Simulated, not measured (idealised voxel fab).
The process module presented herein is designated voxel double patterning.
The cross-section on display is named cut; it measures 245 nm wide, and its cells are 5 nm squares.
Cross-section format: a grid of square cells, given as bands from top to bottom; each band is one or more rows of cells. For a band, the entry starts with two heights in nm, that of the top and then that of the bottom, and carries on with the band's materials in order from left to right, each alongside its width in nm; the word "full width" beside a single material means it fills the band edge to edge, and "air" means empty space. Height is counted from the level 0, under which the received wafer is composed throughout of one material. The lowest of the bands is not closed at the bottom but continues downward, in the notation "0 and below". Width spec "30..40" -> top row of cells at first value, bottom row at second value, equal per-row change in between. Basically "nothing altered" means that step didn't change any cell in the cross-section. "Closed void table" specifies each empty space that is not open to the top and that occupies no fewer than 8 cells, using the form width x height at distance, the distance measured from the left edge and all three quantities in nm. Post-settings text on a step line: simulator's own remark regarding the step. overlay nm: for a step with a mask, the amount by which the mask lay right of where it was planned; a negative amount means left of it.
-- List of planned process steps
1,RECEIVE, material Si
2,CONFORMAL_DEP, material SiO2, thk nm 10
3,DIRECTIONAL_DEP, material W, thk nm 20
4,DIRECTIONAL_DEP, material SiCN, thk nm 10
5,MASKED_ETCH, tone open, mask id FIRST, width nm 15, pitch nm 50, etch materials SiCN, depth nm 10, overlay nm 0
6,MASKED_ETCH, tone open, mask id SECOND, width nm 15, etch materials SiCN, depth nm 10, overlay nm 0
7,DIRECTIONAL_ETCH, etch materials W, depth nm 20
8,STRIP, etch materials SiCN
-- as received, after step 1
* 0 and below | Si full width
* Closed void table: none
-- Sectioned view, first of two wafers, at the close of the module, processed as intended in the plan
* 30 down to 10 | 90 W, then 15 air, then 10 W, then 15 air, then 10 W, then 15 air, then 90 W
* 10 down to 0 | SiO2 full width
* 0 and below | Si full width
* Closed void table: none
-- This is the second of the two wafers, cross-sectioned at the end of the module; it started exactly like the first and was given the same plan, but it was run with one mistake
* 30 down to 10 | 90 W, then 15 air, then 10 W, then 20 air, then 5 W, then 15 air, then 90 W
* 10 down to 0 | SiO2 full width
* 0 and below | Si full width
* Closed void table: none
What was done differently from what was planned? step 6 did not use the planned setting and instead ran as MASKED_ETCH, tone open, mask id SECOND, width nm 20, etch materials SiCN, depth nm 10, overlay nm 0
FYI, end of process, the second wafer has more or fewer cells of some materials than the first: -4 W
